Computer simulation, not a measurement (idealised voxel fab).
A process module follows: voxel trench capacitor.
It is cross-section cut that appears here, measuring 290 nm in width, its square cells being 5 nm in size.
Cross-sections here: square-cell grids, written as top-down lists of bands, a band being one or more rows of cells.
First you get the band's top height and its bottom height, in nm, and then the materials it's made of, left to right, with each width in nm. If you see a single material with "edge to edge", that one covers the band edge to edge. "air" is empty space.
Height is counted from the level 0, under which the received wafer is composed throughout of one material. The lowest of the bands is not closed at the bottom but continues downward, in the notation "0..down".
A width given as "30->40" starts at the first number in the band's top row and ends at the second number in its bottom row, shifting by an equal amount at every step from row to row.
Basically "no modification" means that step didn't change any cell in the cross-section.
So "closed voids" is basically the list of trapped voids: any empty space of 8 cells or more that can't reach the top through an opening. They're written width x height at distance, the distance being from the left edge, and it's all nm.
The remark found on a step's line after its settings is issued by the simulator itself and pertains to that step.
Among the settings permitted on a step's line is "overlay nm"; applied to a step with a mask, it specifies the extent to which the mask lay to the right of its planned position, whereas a negative figure signifies a position to the left.

This section lists the process steps that were planned:
1,RECEIVE | material Si
2,CONFORMAL_DEP | material SiN | thk nm 5
3,DIRECTIONAL_DEP | material aC | thk nm 15
4,PATTERN | tone open | mask id TRENCH | material resist | width nm 20 | pitch nm 35 | thk nm 30 | overlay nm 0
5,DIRECTIONAL_ETCH | etch materials aC | depth nm 15
6,STRIP | etch materials resist
7,DIRECTIONAL_ETCH | etch materials SiN | depth nm 5
8,DIRECTIONAL_ETCH | etch materials Si | depth nm 30
9,STRIP | etch materials aC
10,CONFORMAL_DEP | material Al2O3 | thk nm 5
11,FILL_DEP | material polySi | thk nm 10
12,CMP | height nm 5

First of two wafers, processed according to plan:

Cross-section of the wafer at receipt, which is the condition after step 1:
	0..down | Si edge to edge
	closed voids: none

Presented here is a cross-section of the wafer after step 2 has been performed:
	5..0 | SiN edge to edge
	At heights below 0, the structure remains unaltered.

Presented here is a cross-section of the wafer after step 3 has been performed:
	20..5 | aC edge to edge
	At heights below 5, the structure remains unaltered.

Presented here is a cross-section of the wafer after step 4 has been performed:
	50..20 | 115 of resist; 20 of air; 15 of resist; 20 of air; 120 of resist
	At heights below 20, the structure remains unaltered.

Presented here is a cross-section of the wafer after step 5 has been performed:
	35..20 | 115 of resist; 20 of air; 15 of resist; 20 of air; 120 of resist
	20..5 | 115 of aC; 20 of air; 15 of aC; 20 of air; 120 of aC
	At heights below 5, the structure remains unaltered.

Presented here is a cross-section of the wafer after step 6 has been performed:
	20..5 | 115 of aC; 20 of air; 15 of aC; 20 of air; 120 of aC
	At heights below 5, the structure remains unaltered.

Presented here is a cross-section of the wafer after step 7 has been performed:
	20..5 | 115 of aC; 20 of air; 15 of aC; 20 of air; 120 of aC
	5..0 | 115 of SiN; 20 of air; 15 of SiN; 20 of air; 120 of SiN
	At heights below 0, the structure remains unaltered.

Presented here is a cross-section of the wafer after step 8 has been performed:
	20..5 | 115 of aC; 20 of air; 15 of aC; 20 of air; 120 of aC
	5..0 | 115 of SiN; 20 of air; 15 of SiN; 20 of air; 120 of SiN
	0..-30 | 115 of Si; 20 of air; 15 of Si; 20 of air; 120 of Si
	At heights below -30, the structure remains unaltered.

Presented here is a cross-section of the wafer after step 9 has been performed:
	5..0 | 115 of SiN; 20 of air; 15 of SiN; 20 of air; 120 of SiN
	At heights below 0, the structure remains unaltered.

Presented here is a cross-section of the wafer after step 10 has been performed:
	10..5 | 120 of Al2O3; 10 of air; 25 of Al2O3; 10 of air; 125 of Al2O3
	5..0 | 115 of SiN; 5 of Al2O3; 10 of air; 5 of Al2O3; 15 of SiN; 5 of Al2O3; 10 of air; 5 of Al2O3; 120 of SiN
	0..-25 | 115 of Si; 5 of Al2O3; 10 of air; 5 of Al2O3; 15 of Si; 5 of Al2O3; 10 of air; 5 of Al2O3; 120 of Si
	-25..-30 | 115 of Si; 20 of Al2O3; 15 of Si; 20 of Al2O3; 120 of Si
	At heights below -30, the structure remains unaltered.

Presented here is a cross-section of the wafer after step 11 has been performed:
	20..10 | polySi edge to edge
	10..5 | 120 of Al2O3; 10 of polySi; 25 of Al2O3; 10 of polySi; 125 of Al2O3
	5..0 | 115 of SiN; 5 of Al2O3; 10 of polySi; 5 of Al2O3; 15 of SiN; 5 of Al2O3; 10 of polySi; 5 of Al2O3; 120 of SiN
	0..-25 | 115 of Si; 5 of Al2O3; 10 of polySi; 5 of Al2O3; 15 of Si; 5 of Al2O3; 10 of polySi; 5 of Al2O3; 120 of Si
	At heights below -25, the structure remains unaltered.

Presented here is a cross-section of the wafer after step 12 has been performed:
	5..0 | 115 of SiN; 5 of Al2O3; 10 of polySi; 5 of Al2O3; 15 of SiN; 5 of Al2O3; 10 of polySi; 5 of Al2O3; 120 of SiN
	At heights below 0, the structure remains unaltered.

Companion wafer, the second of two: same beginning, same intended sequence, one mistake in carrying it out; through step 7 inclusive it tracks the first exactly:

X-section, second wafer, when step 8 was due to finish:
	20..5 | 115 of aC; 20 of air; 15 of aC; 20 of air; 120 of aC
	5..0 | 115 of SiN; 20 of air; 15 of SiN; 20 of air; 120 of SiN
	0..-60 | 115 of Si; 20 of air; 15 of Si; 20 of air; 120 of Si
	At heights below -60, the structure remains unaltered.

X-section, second wafer, when step 9 was due to finish:
	5..0 | 115 of SiN; 20 of air; 15 of SiN; 20 of air; 120 of SiN
	At heights below 0, the structure remains unaltered.

X-section, second wafer, when step 10 was due to finish:
	10..5 | 120 of Al2O3; 10 of air; 25 of Al2O3; 10 of air; 125 of Al2O3
	5..0 | 115 of SiN; 5 of Al2O3; 10 of air; 5 of Al2O3; 15 of SiN; 5 of Al2O3; 10 of air; 5 of Al2O3; 120 of SiN
	0..-55 | 115 of Si; 5 of Al2O3; 10 of air; 5 of Al2O3; 15 of Si; 5 of Al2O3; 10 of air; 5 of Al2O3; 120 of Si
	-55..-60 | 115 of Si; 20 of Al2O3; 15 of Si; 20 of Al2O3; 120 of Si
	At heights below -60, the structure remains unaltered.

X-section, second wafer, when step 11 was due to finish:
	20..10 | polySi edge to edge
	10..5 | 120 of Al2O3; 10 of polySi; 25 of Al2O3; 10 of polySi; 125 of Al2O3
	5..0 | 115 of SiN; 5 of Al2O3; 10 of polySi; 5 of Al2O3; 15 of SiN; 5 of Al2O3; 10 of polySi; 5 of Al2O3; 120 of SiN
	0..-55 | 115 of Si; 5 of Al2O3; 10 of polySi; 5 of Al2O3; 15 of Si; 5 of Al2O3; 10 of polySi; 5 of Al2O3; 120 of Si
	At heights below -55, the structure remains unaltered.

X-section, second wafer, when step 12 was due to finish:
	5..0 | 115 of SiN; 5 of Al2O3; 10 of polySi; 5 of Al2O3; 15 of SiN; 5 of Al2O3; 10 of polySi; 5 of Al2O3; 120 of SiN
	At heights below 0, the structure remains unaltered.
Finding, execution versus plan: in the plan, step 8 was performed twice
Looking at both finished wafers in cells, the second ends up ahead of or behind the first on some materials: +24 Al2O3, -48 Si, +24 polySi
